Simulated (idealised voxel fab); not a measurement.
process module | voxel capacitor over wiring
The width of the displayed cross-section, cut, is 240 nm; its cells are square, with a size of 5 nm.
In this document a cross-section is written as a grid of square cells. It is given as a series of bands, listed from the top down, and a band is one or more rows of cells. Read a band's entry like this: the first values are the height of its top and the height of its bottom in nm, and what follows is the sequence of materials from left to right, each with its width in nm. Note that "air" is empty space, and that a single material marked "full width" reaches across the band from edge to edge. Below 0: as-received wafer, all one material; heights counted from there. Lowest band: no bottom, goes on down, written "0 down". The width entry "30 to 40" should be interpreted row by row: the top row of cells in the band takes the first number, the bottom row takes the second number, and the change between adjacent rows is uniform throughout. Take "remained the same" at face value: in the step it is given for, the cross-section changed in none of its cells. Closed empty spaces (no open way to the top) of 8 cells or more are what "Enclosed cavity list" lists, each as width x height at distance from the left edge, nm for all three. Past the settings on a step's line: simulator remark, on that step. A step line may carry the setting "overlay nm", which, for steps involving a mask, states the distance by which the mask lay to the right of its intended position; negative values denote displacement to the left.
### Planned step list for the process
1,RECEIVE with material Si
2,CONFORMAL_DEP with material SiO2, thk nm 10
3,DIRECTIONAL_DEP with material TiN, thk nm 5
4,DIRECTIONAL_DEP with material W, thk nm 15
5,DIRECTIONAL_DEP with material aC, thk nm 10
6,PATTERN with tone cover, mask id METAL_1, material resist, width nm 30, pitch nm 95, thk nm 25, overlay nm 0
7,DIRECTIONAL_ETCH with etch materials aC, depth nm 10
8,STRIP with etch materials resist
9,DIRECTIONAL_ETCH with etch materials W, depth nm 15
10,DIRECTIONAL_ETCH with etch materials TiN, depth nm 5
11,STRIP with etch materials aC
12,CONFORMAL_DEP with material SiN, thk nm 5
13,FILL_DEP with material lowk, thk nm 5
14,CMP with height nm 30
15,CONFORMAL_DEP with material SiCN, thk nm 5
16,DIRECTIONAL_DEP with material lowk, thk nm 10
17,PATTERN with tone open, mask id PLUG_1, material resist, width nm 15, thk nm 20, overlay nm 0
18,DIRECTIONAL_ETCH with etch materials lowk, depth nm 10
19,DIRECTIONAL_ETCH with etch materials SiCN, depth nm 5
20,STRIP with etch materials resist
21,CONFORMAL_DEP with material TiN, thk nm 5
22,FILL_DEP with material Ru, thk nm 5
23,CMP with height nm 45
24,DIRECTIONAL_DEP with material TiN, thk nm 5
25,DIRECTIONAL_DEP with material Al2O3, thk nm 5
26,DIRECTIONAL_DEP with material TiN, thk nm 5
27,DIRECTIONAL_DEP with material aC, thk nm 15
28,PATTERN with tone cover, mask id UPPER_PLATE, material resist, width nm 70, thk nm 35, overlay nm 0
29,DIRECTIONAL_ETCH with etch materials aC, depth nm 15
30,STRIP with etch materials resist
31,DIRECTIONAL_ETCH with etch materials TiN, depth nm 5
32,DIRECTIONAL_ETCH with etch materials Al2O3, depth nm 5
33,STRIP with etch materials aC
34,MASKED_ETCH with tone cover, mask id LOWER_PLATE, width nm 80, etch materials TiN, depth nm 5, overlay nm 0
35,FILL_DEP with material SiO2, thk nm 20
36,CMP with height nm 75
37,MASKED_ETCH with tone open, mask id PLUG_2, width nm 15, etch materials SiO2, depth nm 15, overlay nm 0
38,CONFORMAL_DEP with material TiN, thk nm 5
39,FILL_DEP with material Ru, thk nm 5
40,CMP with height nm 75
41,CONFORMAL_DEP with material SiN, thk nm 5
### What follows covers the first of two wafers; it ran as planned
### Step 1 complete: cross-section of the wafer as received
  0 down: Si full width
  Enclosed cavity list: none
### Wafer xsec, post step 2
  10 to 0: SiO2 full width
  Unchanged below 0.
### Wafer xsec, post step 3
  15 to 10: TiN full width
  Unchanged below 10.
### Wafer xsec, post step 4
  30 to 15: W full width
  Unchanged below 15.
### Wafer xsec, post step 5
  40 to 30: aC full width
  Unchanged below 30.
### Wafer xsec, post step 6
  65 to 40: air: 55 / resist: 30 / air: 65 / resist: 30 / air: 60
  Unchanged below 40.
### Wafer xsec, post step 7
  55 to 40: air: 55 / resist: 30 / air: 65 / resist: 30 / air: 60
  40 to 30: air: 55 / aC: 30 / air: 65 / aC: 30 / air: 60
  Unchanged below 30.
### Wafer xsec, post step 8
  40 to 30: air: 55 / aC: 30 / air: 65 / aC: 30 / air: 60
  Unchanged below 30.
### Wafer xsec, post step 9
  40 to 30: air: 55 / aC: 30 / air: 65 / aC: 30 / air: 60
  30 to 15: air: 55 / W: 30 / air: 65 / W: 30 / air: 60
  Unchanged below 15.
### Wafer xsec, post step 10
  40 to 30: air: 55 / aC: 30 / air: 65 / aC: 30 / air: 60
  30 to 15: air: 55 / W: 30 / air: 65 / W: 30 / air: 60
  15 to 10: air: 55 / TiN: 30 / air: 65 / TiN: 30 / air: 60
  Unchanged below 10.
### Wafer xsec, post step 11
  30 to 15: air: 55 / W: 30 / air: 65 / W: 30 / air: 60
  Unchanged below 15.
### Wafer xsec, post step 12
  35 to 30: air: 50 / SiN: 40 / air: 55 / SiN: 40 / air: 55
  30 to 15: air: 50 / SiN: 5 / W: 30 / SiN: 5 / air: 55 / SiN: 5 / W: 30 / SiN: 5 / air: 55
  15 to 10: SiN: 55 / TiN: 30 / SiN: 65 / TiN: 30 / SiN: 60
  Unchanged below 10.
### Wafer xsec, post step 13
  40 to 35: lowk full width
  35 to 30: lowk: 50 / SiN: 40 / lowk: 55 / SiN: 40 / lowk: 55
  30 to 15: lowk: 50 / SiN: 5 / W: 30 / SiN: 5 / lowk: 55 / SiN: 5 / W: 30 / SiN: 5 / lowk: 55
  Unchanged below 15.
### Wafer xsec, post step 14
  30 to 15: lowk: 50 / SiN: 5 / W: 30 / SiN: 5 / lowk: 55 / SiN: 5 / W: 30 / SiN: 5 / lowk: 55
  Unchanged below 15.
### Wafer xsec, post step 15
  35 to 30: SiCN full width
  Unchanged below 30.
### Wafer xsec, post step 16
  45 to 35: lowk full width
  Unchanged below 35.
### Wafer xsec, post step 17
  65 to 45: resist: 70 / air: 15 / resist: 155
  Unchanged below 45.
### Wafer xsec, post step 18
  65 to 45: resist: 70 / air: 15 / resist: 155
  45 to 35: lowk: 70 / air: 15 / lowk: 155
  Unchanged below 35.
### Wafer xsec, post step 19
  65 to 45: resist: 70 / air: 15 / resist: 155
  45 to 35: lowk: 70 / air: 15 / lowk: 155
  35 to 30: SiCN: 70 / air: 15 / SiCN: 155
  Unchanged below 30.
### Wafer xsec, post step 20
  45 to 35: lowk: 70 / air: 15 / lowk: 155
  Unchanged below 35.
### Wafer xsec, post step 21
  50 to 45: TiN: 75 / air: 5 / TiN: 160
  45 to 35: lowk: 70 / TiN: 5 / air: 5 / TiN: 5 / lowk: 155
  35 to 30: SiCN: 70 / TiN: 15 / SiCN: 155
  Unchanged below 30.
### Wafer xsec, post step 22
  55 to 50: Ru full width
  50 to 45: TiN: 75 / Ru: 5 / TiN: 160
  45 to 35: lowk: 70 / TiN: 5 / Ru: 5 / TiN: 5 / lowk: 155
  Unchanged below 35.
### Wafer xsec, post step 23
  45 to 35: lowk: 70 / TiN: 5 / Ru: 5 / TiN: 5 / lowk: 155
  Unchanged below 35.
### Wafer xsec, post step 24
  50 to 45: TiN full width
  Unchanged below 45.
### Wafer xsec, post step 25
  55 to 50: Al2O3 full width
  Unchanged below 50.
### Wafer xsec, post step 26
  60 to 55: TiN full width
  Unchanged below 55.
### Wafer xsec, post step 27
  75 to 60: aC full width
  Unchanged below 60.
### Wafer xsec, post step 28
  110 to 75: air: 70 / resist: 70 / air: 100
  Unchanged below 75.
### Wafer xsec, post step 29
  95 to 75: air: 70 / resist: 70 / air: 100
  75 to 60: air: 70 / aC: 70 / air: 100
  Unchanged below 60.
### Wafer xsec, post step 30
  75 to 60: air: 70 / aC: 70 / air: 100
  Unchanged below 60.
### Wafer xsec, post step 31
  75 to 60: air: 70 / aC: 70 / air: 100
  60 to 55: air: 70 / TiN: 70 / air: 100
  Unchanged below 55.
### Wafer xsec, post step 32
  75 to 60: air: 70 / aC: 70 / air: 100
  60 to 55: air: 70 / TiN: 70 / air: 100
  55 to 50: air: 70 / Al2O3: 70 / air: 100
  Unchanged below 50.
### Wafer xsec, post step 33
  60 to 55: air: 70 / TiN: 70 / air: 100
  Unchanged below 55.
### Wafer xsec, post step 34
  60 to 55: air: 70 / TiN: 70 / air: 100
  55 to 50: air: 70 / Al2O3: 70 / air: 100
  50 to 45: air: 65 / TiN: 80 / air: 95
  Unchanged below 45.
### Wafer xsec, post step 35
  80 to 60: SiO2 full width
  60 to 55: SiO2: 70 / TiN: 70 / SiO2: 100
  55 to 50: SiO2: 70 / Al2O3: 70 / SiO2: 100
  50 to 45: SiO2: 65 / TiN: 80 / SiO2: 95
  Unchanged below 45.
### Wafer xsec, post step 36
  75 to 60: SiO2 full width
  Unchanged below 60.
### Wafer xsec, post step 37
  75 to 60: SiO2: 80 / air: 15 / SiO2: 145
  Unchanged below 60.
### Wafer xsec, post step 38
  80 to 75: TiN: 85 / air: 5 / TiN: 150
  75 to 65: SiO2: 80 / TiN: 5 / air: 5 / TiN: 5 / SiO2: 145
  65 to 55: SiO2: 80 to 70 / TiN: 15 to 70 / SiO2: 145 to 100
  Unchanged below 55.
### Wafer xsec, post step 39
  85 to 80: Ru full width
  80 to 75: TiN: 85 / Ru: 5 / TiN: 150
  75 to 65: SiO2: 80 / TiN: 5 / Ru: 5 / TiN: 5 / SiO2: 145
  Unchanged below 65.
### Wafer xsec, post step 40
  75 to 65: SiO2: 80 / TiN: 5 / Ru: 5 / TiN: 5 / SiO2: 145
  Unchanged below 65.
### Wafer xsec, post step 41
  80 to 75: SiN full width
  Unchanged below 75.
### Second wafer, same starting state and plan as the first, one mistake in the run, identical through step 27
### Cross-sectional representation of the second wafer at the time designated in the plan for the completion of step 28
  110 to 75: air: 80 / resist: 70 / air: 90
  Unchanged below 75.
### Cross-sectional representation of the second wafer at the time designated in the plan for the completion of step 29
  95 to 75: air: 80 / resist: 70 / air: 90
  75 to 60: air: 80 / aC: 70 / air: 90
  Unchanged below 60.
### Cross-sectional representation of the second wafer at the time designated in the plan for the completion of step 30
  75 to 60: air: 80 / aC: 70 / air: 90
  Unchanged below 60.
### Cross-sectional representation of the second wafer at the time designated in the plan for the completion of step 31
  75 to 60: air: 80 / aC: 70 / air: 90
  60 to 55: air: 80 / TiN: 70 / air: 90
  Unchanged below 55.
### Cross-sectional representation of the second wafer at the time designated in the plan for the completion of step 32
  75 to 60: air: 80 / aC: 70 / air: 90
  60 to 55: air: 80 / TiN: 70 / air: 90
  55 to 50: air: 80 / Al2O3: 70 / air: 90
  Unchanged below 50.
### Cross-sectional representation of the second wafer at the time designated in the plan for the completion of step 33
  60 to 55: air: 80 / TiN: 70 / air: 90
  Unchanged below 55.
### Cross-sectional representation of the second wafer at the time designated in the plan for the completion of step 34
  60 to 55: air: 80 / TiN: 65 / air: 95
  55 to 50: air: 80 / Al2O3: 70 / air: 90
  50 to 45: air: 65 / TiN: 85 / air: 90
  Unchanged below 45.
### Cross-sectional representation of the second wafer at the time designated in the plan for the completion of step 35
  80 to 60: SiO2 full width
  60 to 55: SiO2: 80 / TiN: 65 / SiO2: 95
  55 to 50: SiO2: 80 / Al2O3: 70 / SiO2: 90
  50 to 45: SiO2: 65 / TiN: 85 / SiO2: 90
  Unchanged below 45.
### Cross-sectional representation of the second wafer at the time designated in the plan for the completion of step 36
  75 to 60: SiO2 full width
  Unchanged below 60.
### Cross-sectional representation of the second wafer at the time designated in the plan for the completion of step 37
  75 to 60: SiO2: 80 / air: 15 / SiO2: 145
  Unchanged below 60.
### Cross-sectional representation of the second wafer at the time designated in the plan for the completion of step 38
  80 to 75: TiN: 85 / air: 5 / TiN: 150
  75 to 65: SiO2: 80 / TiN: 5 / air: 5 / TiN: 5 / SiO2: 145
  65 to 55: SiO2: 80 / TiN: 15 to 65 / SiO2: 145 to 95
  Unchanged below 55.
### Cross-sectional representation of the second wafer at the time designated in the plan for the completion of step 39
  85 to 80: Ru full width
  80 to 75: TiN: 85 / Ru: 5 / TiN: 150
  75 to 65: SiO2: 80 / TiN: 5 / Ru: 5 / TiN: 5 / SiO2: 145
  Unchanged below 65.
### Cross-sectional representation of the second wafer at the time designated in the plan for the completion of step 40
  75 to 65: SiO2: 80 / TiN: 5 / Ru: 5 / TiN: 5 / SiO2: 145
  Unchanged below 65.
### Cross-sectional representation of the second wafer at the time designated in the plan for the completion of step 41
  80 to 75: SiN full width
  Unchanged below 75.
What was done differently from what was planned? off-plan run, step 28, actual operation and settings PATTERN with tone cover, mask id UPPER_PLATE, material resist, width nm 70, thk nm 35, overlay nm 10
Matching per-material cell counts, mismatched positions: that is how the second wafer compares with the first at the end.
